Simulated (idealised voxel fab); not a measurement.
Title: Process Module voxel fin reveal
Square cell edge 5 nm, section width 290 nm, ID cut.
Heads up, the way a cross-section reads in here is a grid of square cells, handed over as bands from the top down, with every band being one or more rows of cells.
First you get the band's top height and its bottom height, in nm, and then the materials it's made of, left to right, with each width in nm. If you see a single material with "all across", that one covers the band edge to edge. "blank" is empty space.
We count height from 0. Below that, the starting wafer is all one material. The lowest band never ends at the bottom but goes on down; see "0 down" for how that is written.
Quick explanation for "30->40": the width changes in equal steps down the rows of cells, from the first number in the band's top row to the second number in its bottom row.
You'll sometimes find "same as before" written for a step, and that's the way of saying that nowhere in the cross-section did a cell change during that step.
"Internal closed voids" contains a list of empty spaces, each no smaller than 8 cells and without an open way to the top, written in the form width x height at distance with the distance from the left edge and all three in nm.
That trailing text on a step's line, after the settings, is the simulator's own remark on the step.
A step's line can hold "overlay nm"; with a mask on that step, the setting says how far right of the planned place the mask lay, while a negative setting says it lay to the left.
List of planned process steps:
- 1: op RECEIVE | material Si
- 2: op CONFORMAL_DEP | material SiN | thk nm 5
- 3: op DIRECTIONAL_DEP | material aC | thk nm 15
- 4: op PATTERN | tone cover | mask id FINS | material resist | width nm 15 | pitch nm 35 | thk nm 30 | overlay nm 0
- 5: op DIRECTIONAL_ETCH | etch materials aC | depth nm 15
- 6: op STRIP | etch materials resist
- 7: op DIRECTIONAL_ETCH | etch materials SiN | depth nm 5
- 8: op DIRECTIONAL_ETCH | etch materials Si | depth nm 35
- 9: op STRIP | etch materials aC
- 10: op OXIDIZE | depth nm 5
- 11: op FILL_DEP | material SiO2 | thk nm 15
- 12: op CMP | height nm 5
- 13: op SELECTIVE_ETCH | etch materials SiO2 | depth nm 25
- 14: op STRIP | etch materials SiN
- 15: op CONFORMAL_DEP | material SiO2 | thk nm 5
first wafer, as planned:
Cross-section, incoming material, after step 1:
  0 down | Si all across
  Internal closed voids: none
The following cross-section depicts the wafer upon completion of step 2:
  5 to 0 | SiN all across
  Everything under 0 stays put, no change at all.
The following cross-section depicts the wafer upon completion of step 3:
  20 to 5 | aC all across
  Everything under 5 stays put, no change at all.
The following cross-section depicts the wafer upon completion of step 4:
  50 to 20 | 85 of blank | 15 of resist | 20 of blank | 15 of resist | 20 of blank | 15 of resist | 20 of blank | 15 of resist | 85 of blank
  Everything under 20 stays put, no change at all.
The following cross-section depicts the wafer upon completion of step 5:
  35 to 20 | 85 of blank | 15 of resist | 20 of blank | 15 of resist | 20 of blank | 15 of resist | 20 of blank | 15 of resist | 85 of blank
  20 to 5 | 85 of blank | 15 of aC | 20 of blank | 15 of aC | 20 of blank | 15 of aC | 20 of blank | 15 of aC | 85 of blank
  Everything under 5 stays put, no change at all.
The following cross-section depicts the wafer upon completion of step 6:
  20 to 5 | 85 of blank | 15 of aC | 20 of blank | 15 of aC | 20 of blank | 15 of aC | 20 of blank | 15 of aC | 85 of blank
  Everything under 5 stays put, no change at all.
The following cross-section depicts the wafer upon completion of step 7:
  20 to 5 | 85 of blank | 15 of aC | 20 of blank | 15 of aC | 20 of blank | 15 of aC | 20 of blank | 15 of aC | 85 of blank
  5 to 0 | 85 of blank | 15 of SiN | 20 of blank | 15 of SiN | 20 of blank | 15 of SiN | 20 of blank | 15 of SiN | 85 of blank
  Everything under 0 stays put, no change at all.
The following cross-section depicts the wafer upon completion of step 8:
  20 to 5 | 85 of blank | 15 of aC | 20 of blank | 15 of aC | 20 of blank | 15 of aC | 20 of blank | 15 of aC | 85 of blank
  5 to 0 | 85 of blank | 15 of SiN | 20 of blank | 15 of SiN | 20 of blank | 15 of SiN | 20 of blank | 15 of SiN | 85 of blank
  0 to -35 | 85 of blank | 15 of Si | 20 of blank | 15 of Si | 20 of blank | 15 of Si | 20 of blank | 15 of Si | 85 of blank
  Everything under -35 stays put, no change at all.
The following cross-section depicts the wafer upon completion of step 9:
  5 to 0 | 85 of blank | 15 of SiN | 20 of blank | 15 of SiN | 20 of blank | 15 of SiN | 20 of blank | 15 of SiN | 85 of blank
  Everything under 0 stays put, no change at all.
The following cross-section depicts the wafer upon completion of step 10:
  5 to 0 | 85 of blank | 15 of SiN | 20 of blank | 15 of SiN | 20 of blank | 15 of SiN | 20 of blank | 15 of SiN | 85 of blank
  0 to -35 | 85 of blank | 5 of SiO2 | 5 of Si | 5 of SiO2 | 20 of blank | 5 of SiO2 | 5 of Si | 5 of SiO2 | 20 of blank | 5 of SiO2 | 5 of Si | 5 of SiO2 | 20 of blank | 5 of SiO2 | 5 of Si | 5 of SiO2 | 85 of blank
  -35 to -40 | 90 of SiO2 | 5 of Si | 30 of SiO2 | 5 of Si | 30 of SiO2 | 5 of Si | 30 of SiO2 | 5 of Si | 90 of SiO2
  Everything under -40 stays put, no change at all.
The following cross-section depicts the wafer upon completion of step 11:
  20 to 5 | SiO2 all across
  5 to 0 | 85 of SiO2 | 15 of SiN | 20 of SiO2 | 15 of SiN | 20 of SiO2 | 15 of SiN | 20 of SiO2 | 15 of SiN | 85 of SiO2
  0 to -40 | 90 of SiO2 | 5 of Si | 30 of SiO2 | 5 of Si | 30 of SiO2 | 5 of Si | 30 of SiO2 | 5 of Si | 90 of SiO2
  Everything under -40 stays put, no change at all.
The following cross-section depicts the wafer upon completion of step 12:
  5 to 0 | 85 of SiO2 | 15 of SiN | 20 of SiO2 | 15 of SiN | 20 of SiO2 | 15 of SiN | 20 of SiO2 | 15 of SiN | 85 of SiO2
  Everything under 0 stays put, no change at all.
The following cross-section depicts the wafer upon completion of step 13:
  5 to 0 | 85 of blank | 15 of SiN | 20 of blank | 15 of SiN | 20 of blank | 15 of SiN | 20 of blank | 15 of SiN | 85 of blank
  0 to -20 | 90 of blank | 5 of Si | 30 of blank | 5 of Si | 30 of blank | 5 of Si | 30 of blank | 5 of Si | 90 of blank
  Everything under -20 stays put, no change at all.
The following cross-section depicts the wafer upon completion of step 14:
  0 to -20 | 90 of blank | 5 of Si | 30 of blank | 5 of Si | 30 of blank | 5 of Si | 30 of blank | 5 of Si | 90 of blank
  Everything under -20 stays put, no change at all.
The following cross-section depicts the wafer upon completion of step 15:
  5 to 0 | 85 of blank | 15 of SiO2 | 20 of blank | 15 of SiO2 | 20 of blank | 15 of SiO2 | 20 of blank | 15 of SiO2 | 85 of blank
  0 to -15 | 85 of blank | 5 of SiO2 | 5 of Si | 5 of SiO2 | 20 of blank | 5 of SiO2 | 5 of Si | 5 of SiO2 | 20 of blank | 5 of SiO2 | 5 of Si | 5 of SiO2 | 20 of blank | 5 of SiO2 | 5 of Si | 5 of SiO2 | 85 of blank
  -15 to -40 | 90 of SiO2 | 5 of Si | 30 of SiO2 | 5 of Si | 30 of SiO2 | 5 of Si | 30 of SiO2 | 5 of Si | 90 of SiO2
  Everything under -40 stays put, no change at all.
The remaining wafer, second of the two, started like the first and was run to the same plan, except that one mistake was made along the way; the two coincide through step 3, inclusive:
At the planned end of step 4, the second wafer in cross-section:
  50 to 20 | 85 of resist | 15 of blank | 20 of resist | 15 of blank | 20 of resist | 15 of blank | 20 of resist | 15 of blank | 85 of resist
  Everything under 20 stays put, no change at all.
At the planned end of step 5, the second wafer in cross-section:
  35 to 20 | 85 of resist | 15 of blank | 20 of resist | 15 of blank | 20 of resist | 15 of blank | 20 of resist | 15 of blank | 85 of resist
  20 to 5 | 85 of aC | 15 of blank | 20 of aC | 15 of blank | 20 of aC | 15 of blank | 20 of aC | 15 of blank | 85 of aC
  Everything under 5 stays put, no change at all.
At the planned end of step 6, the second wafer in cross-section:
  20 to 5 | 85 of aC | 15 of blank | 20 of aC | 15 of blank | 20 of aC | 15 of blank | 20 of aC | 15 of blank | 85 of aC
  Everything under 5 stays put, no change at all.
At the planned end of step 7, the second wafer in cross-section:
  20 to 5 | 85 of aC | 15 of blank | 20 of aC | 15 of blank | 20 of aC | 15 of blank | 20 of aC | 15 of blank | 85 of aC
  5 to 0 | 85 of SiN | 15 of blank | 20 of SiN | 15 of blank | 20 of SiN | 15 of blank | 20 of SiN | 15 of blank | 85 of SiN
  Everything under 0 stays put, no change at all.
At the planned end of step 8, the second wafer in cross-section:
  20 to 5 | 85 of aC | 15 of blank | 20 of aC | 15 of blank | 20 of aC | 15 of blank | 20 of aC | 15 of blank | 85 of aC
  5 to 0 | 85 of SiN | 15 of blank | 20 of SiN | 15 of blank | 20 of SiN | 15 of blank | 20 of SiN | 15 of blank | 85 of SiN
  0 to -35 | 85 of Si | 15 of blank | 20 of Si | 15 of blank | 20 of Si | 15 of blank | 20 of Si | 15 of blank | 85 of Si
  Everything under -35 stays put, no change at all.
At the planned end of step 9, the second wafer in cross-section:
  5 to 0 | 85 of SiN | 15 of blank | 20 of SiN | 15 of blank | 20 of SiN | 15 of blank | 20 of SiN | 15 of blank | 85 of SiN
  Everything under 0 stays put, no change at all.
At the planned end of step 10, the second wafer in cross-section:
  5 to 0 | 85 of SiN | 15 of blank | 20 of SiN | 15 of blank | 20 of SiN | 15 of blank | 20 of SiN | 15 of blank | 85 of SiN
  0 to -35 | 80 of Si | 5 of SiO2 | 15 of blank | 5 of SiO2 | 10 of Si | 5 of SiO2 | 15 of blank | 5 of SiO2 | 10 of Si | 5 of SiO2 | 15 of blank | 5 of SiO2 | 10 of Si | 5 of SiO2 | 15 of blank | 5 of SiO2 | 80 of Si
  -35 to -40 | 80 of Si | 25 of SiO2 | 10 of Si | 25 of SiO2 | 10 of Si | 25 of SiO2 | 10 of Si | 25 of SiO2 | 80 of Si
  Everything under -40 stays put, no change at all.
At the planned end of step 11, the second wafer in cross-section:
  20 to 5 | SiO2 all across
  5 to 0 | 85 of SiN | 15 of SiO2 | 20 of SiN | 15 of SiO2 | 20 of SiN | 15 of SiO2 | 20 of SiN | 15 of SiO2 | 85 of SiN
  0 to -40 | 80 of Si | 25 of SiO2 | 10 of Si | 25 of SiO2 | 10 of Si | 25 of SiO2 | 10 of Si | 25 of SiO2 | 80 of Si
  Everything under -40 stays put, no change at all.
At the planned end of step 12, the second wafer in cross-section:
  5 to 0 | 85 of SiN | 15 of SiO2 | 20 of SiN | 15 of SiO2 | 20 of SiN | 15 of SiO2 | 20 of SiN | 15 of SiO2 | 85 of SiN
  Everything under 0 stays put, no change at all.
At the planned end of step 13, the second wafer in cross-section:
  5 to 0 | 85 of SiN | 15 of blank | 20 of SiN | 15 of blank | 20 of SiN | 15 of blank | 20 of SiN | 15 of blank | 85 of SiN
  0 to -20 | 80 of Si | 25 of blank | 10 of Si | 25 of blank | 10 of Si | 25 of blank | 10 of Si | 25 of blank | 80 of Si
  Everything under -20 stays put, no change at all.
At the planned end of step 14, the second wafer in cross-section:
  0 to -20 | 80 of Si | 25 of blank | 10 of Si | 25 of blank | 10 of Si | 25 of blank | 10 of Si | 25 of blank | 80 of Si
  Everything under -20 stays put, no change at all.
At the planned end of step 15, the second wafer in cross-section:
  5 to 0 | 85 of SiO2 | 15 of blank | 20 of SiO2 | 15 of blank | 20 of SiO2 | 15 of blank | 20 of SiO2 | 15 of blank | 85 of SiO2
  0 to -15 | 80 of Si | 5 of SiO2 | 15 of blank | 5 of SiO2 | 10 of Si | 5 of SiO2 | 15 of blank | 5 of SiO2 | 10 of Si | 5 of SiO2 | 15 of blank | 5 of SiO2 | 10 of Si | 5 of SiO2 | 15 of blank | 5 of SiO2 | 80 of Si
  -15 to -40 | 80 of Si | 25 of SiO2 | 10 of Si | 25 of SiO2 | 10 of Si | 25 of SiO2 | 10 of Si | 25 of SiO2 | 80 of Si
  Everything under -40 stays put, no change at all.
Error vs. plan: step 4 was run on a setting that differed from the plan, and what really ran there is op PATTERN | tone open | mask id FINS | material resist | width nm 15 | pitch nm 35 | thk nm 30 | overlay nm 0
Final wafer comparison in cells, second versus first, more or fewer per material: +272 Si | -136 SiO2
